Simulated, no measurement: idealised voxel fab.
The following process module bears the name voxel released beams.
cross-section cut | 180 nm wide | cells 5 nm
If you're reading a cross-section in this doc, picture square cells in a grid; it comes to you as bands, top ones listed first down to the bottom, and a band can be one or more rows of cells. Band entry format. Leading values: height of top, height of bottom, nm. Remainder: materials in left-to-right order, each with its width in nm. Special words: "full width" on a single material, which then fills the band edge to edge; "empty", empty space. Beneath 0, the wafer as received is one material, and that level is where height counting begins. The lowest band goes on downward without a bottom; it is written like "0 nm and below". Width: "30 to 40" (first number = top row, second number = bottom row, same change from row to row of cells). "no alteration" for a step: no cell of the cross-section changed in that step. The entry titled "Closed empty spaces" provides the empty spaces that have no open way to the top, restricted to those of 8 cells or more. Each is presented as width x height at distance, the distance being measured from the left edge, with all three in nm. If you see something after the settings on a step's line, that's the simulator's own remark about that step. You can add "overlay nm" to a step's line. For a step with a mask, it describes how far the mask lay to the right of its planned position, and a negative number describes a lay to the left.

[So here's the lineup of process steps we planned]
- 1: RECEIVE | material Si
- 2: CONFORMAL_DEP | material Al2O3 | thk nm 10
- 3: DIRECTIONAL_DEP | material SiO2 | thk nm 10
- 4: PATTERN | tone open | mask id ANCHOR | material resist | width nm 30 | thk nm 15 | overlay nm 0
- 5: DIRECTIONAL_ETCH | etch materials SiO2 | depth nm 10
- 6: STRIP | etch materials resist
- 7: CONFORMAL_DEP | material SiN | thk nm 10
- 8: PATTERN | tone cover | mask id BEAM | material resist | width nm 100 | thk nm 20 | overlay nm 0
- 9: DIRECTIONAL_ETCH | etch materials SiN | depth nm 10
- 10: STRIP | etch materials resist
- 11: STRIP | etch materials SiO2

[Cross-section of the wafer as it came to us, i.e., already through step 1]
	0 nm and below  Si full width
	Closed empty spaces: none

[First of two wafers, end-of-module section, run followed plan]
	30 nm to 20 nm  empty 35 | SiN 15 | empty 10 | SiN 75 | empty 45
	20 nm to 10 nm  empty 40 | SiN 30 | empty 110
	10 nm to 0 nm  Al2O3 full width
	0 nm and below  Si full width
	Closed empty spaces: none

[Here is the second of the two wafers cut open at the end of the module - same start, same plan as the first one, but we made one mistake running it]
	30 nm to 20 nm  empty 35 | SiN 25 | empty 10 | SiN 65 | empty 45
	20 nm to 10 nm  empty 50 | SiN 30 | empty 100
	10 nm to 0 nm  Al2O3 full width
	0 nm and below  Si full width
	Closed empty spaces: none
It is concluded that the wafer was processed incorrectly with respect to the plan, in that not per plan at step 4, really ran PATTERN | tone open | mask id ANCHOR | material resist | width nm 30 | thk nm 15 | overlay nm 10
At the end, each material covers as many cells on the second wafer as it does on the first, though the cells it covers are elsewhere.
